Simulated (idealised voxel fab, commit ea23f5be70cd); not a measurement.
Title: Process Module voxel transistor to metal
Pictured: cross-section cut, 175 nm wide, on a grid of 5 nm square cells.
Cross-section spec: square-cell grid; bands listed top down; each band is one or more rows. For a band, the entry starts with two heights in nm, that of the top and then that of the bottom, and carries on with the band's materials in order from left to right, each alongside its width in nm; the word "full width" beside a single material means it fills the band edge to edge, and "empty" means empty space. Counting heights begins at 0, where everything beneath is, in the wafer as received, one material. The lowest band has no bottom; it goes on downwards, as "0 down" shows. Read "30->40" as a graded width: first number on top, second number at the bottom, same change between each pair of neighbouring rows. Take "identical to before" at face value: in the step it is given for, the cross-section changed in none of its cells. Listed in "Voids, fully enclosed": every empty space of 8 or more cells without an open way to the top. Form: width x height at distance, the distance being from the left edge, all in nm. What comes after the settings on a step's line is commentary from the simulator itself on that step. On any step carrying a mask, the "overlay nm" setting, if present on the step's line, tells how far right of its planned place the mask lay; negative values point to the left.

Process steps foreseen in the plan:
1) RECEIVE | material Si
2) OXIDIZE | depth nm 5
3) CONFORMAL_DEP | material SiN | thk nm 10
4) MASKED_ETCH | tone cover | mask id ACTIVE | width nm 110 | etch materials SiN | depth nm 10 | overlay nm 0
5) MASKED_ETCH | tone cover | mask id ACTIVE | width nm 110 | etch materials SiO2 | depth nm 5 | overlay nm 0
6) MASKED_ETCH | tone cover | mask id ACTIVE | width nm 110 | etch materials Si | depth nm 25 | overlay nm 0
7) OXIDIZE | depth nm 5
8) FILL_DEP | material SiO2 | thk nm 5
9) CMP | height nm 10
10) SELECTIVE_ETCH | etch materials SiO2 | depth nm 5
11) STRIP | etch materials SiN
12) SELECTIVE_ETCH | etch materials SiO2 | depth nm 5
13) OXIDIZE | depth nm 5
14) DIRECTIONAL_DEP | material polySi | thk nm 25
15) DIRECTIONAL_DEP | material SiCN | thk nm 15
16) MASKED_ETCH | tone cover | mask id GATE | width nm 30 | etch materials SiCN | depth nm 25 | overlay nm 0
17) MASKED_ETCH | tone cover | mask id GATE | width nm 30 | etch materials polySi | depth nm 35 | overlay nm 0
18) CONFORMAL_DEP | material SiO2 | thk nm 5
19) DIRECTIONAL_ETCH | etch materials SiO2 | depth nm 5
20) CONFORMAL_DEP | material SiN | thk nm 5
21) DIRECTIONAL_ETCH | etch materials SiN | depth nm 5
22) DIRECTIONAL_ETCH | etch materials SiO2 | depth nm 5
23) DIRECTIONAL_ETCH | etch materials Si | depth nm 10
24) EPI | material nSi | thk nm 10
25) FILL_DEP | material SiO2 | thk nm 10
26) CMP | height nm 20
27) STRIP | etch materials polySi
28) SELECTIVE_ETCH | etch materials SiO2 | depth nm 5
29) CONFORMAL_DEP | material HfO2 | thk nm 5
30) CONFORMAL_DEP | material TiN | thk nm 5
31) FILL_DEP | material W | thk nm 10
32) CMP | height nm 15
33) DIRECTIONAL_DEP | material SiO2 | thk nm 10
34) DIRECTIONAL_DEP | material aC | thk nm 15
35) PATTERN | tone open | mask id CONTACT | material resist | width nm 15 | pitch nm 75 | thk nm 35 | overlay nm 0
36) DIRECTIONAL_ETCH | etch materials aC | depth nm 15
37) STRIP | etch materials resist
38) DIRECTIONAL_ETCH | etch materials SiO2 | depth nm 35
39) STRIP | etch materials aC
40) CONFORMAL_DEP | material TiN | thk nm 5
41) FILL_DEP | material Ru | thk nm 5
42) CMP | height nm 25
43) DIRECTIONAL_DEP | material TiN | thk nm 5
44) DIRECTIONAL_DEP | material W | thk nm 25
45) DIRECTIONAL_DEP | material aC | thk nm 10
46) PATTERN | tone cover | mask id METAL_1 | material resist | width nm 15 | pitch nm 75 | thk nm 25 | overlay nm 0
47) DIRECTIONAL_ETCH | etch materials aC | depth nm 10
48) STRIP | etch materials resist
49) DIRECTIONAL_ETCH | etch materials W | depth nm 25
50) DIRECTIONAL_ETCH | etch materials TiN | depth nm 5
51) STRIP | etch materials aC
52) CONFORMAL_DEP | material SiCN | thk nm 5
53) FILL_DEP | material lowk | thk nm 5
54) CMP | height nm 55
55) CONFORMAL_DEP | material SiCN | thk nm 5

As-received state of the wafer in cross-section, equivalent to post-step 1:
> 0 down  Si full width
> Voids, fully enclosed: none

Post-module cross-section: identical start and plan to those above, one misstep in execution:
> 60 to 55  SiCN full width
> 55 to 30  lowk: 35, then SiCN: 5, then W: 15, then SiCN: 5, then lowk: 50, then SiCN: 5, then W: 15, then SiCN: 5, then lowk: 40
> 30 to 25  SiCN: 40, then TiN: 15, then SiCN: 60, then TiN: 15, then SiCN: 45
> 25 to 15  SiO2: 40, then TiN: 5, then Ru: 5, then TiN: 5, then SiO2: 60, then TiN: 5, then Ru: 5, then TiN: 5, then SiO2: 45
> 15 to 5  SiO2: 40, then TiN: 5, then Ru: 5, then TiN: 5, then SiO2: 5, then SiN: 5, then TiN: 5, then HfO2: 5, then W: 20, then HfO2: 5, then TiN: 5, then SiN: 5, then SiO2: 5, then TiN: 5, then Ru: 5, then TiN: 5, then SiO2: 45
> 5 to 0  SiO2: 40, then TiN: 15, then SiO2: 5, then SiN: 5, then TiN: 5, then HfO2: 5, then W: 20, then HfO2: 5, then TiN: 5, then SiN: 5, then SiO2: 5, then TiN: 15, then SiO2: 45
> 0 to -5  SiO2: 30, then SiN: 5, then SiO2: 5, then TiN: 10, then nSi: 10, then SiN: 5, then TiN: 5, then HfO2: 30, then TiN: 5, then SiN: 5, then nSi: 10, then TiN: 10, then SiO2: 5, then SiN: 5, then SiO2: 35
> -5 to -10  SiO2: 40, then TiN: 10, then nSi: 10, then SiO2: 5, then TiN: 40, then SiO2: 5, then nSi: 10, then TiN: 10, then SiO2: 45
> -10 to -20  SiO2: 35, then nSi: 25, then Si: 50, then nSi: 25, then SiO2: 40
> -20 to -35  SiO2: 35, then Si: 100, then SiO2: 40
> -35 down  Si full width
> Voids, fully enclosed: none
Where did the run depart from the plan? plan vs actual: 29 and 30 interchanged
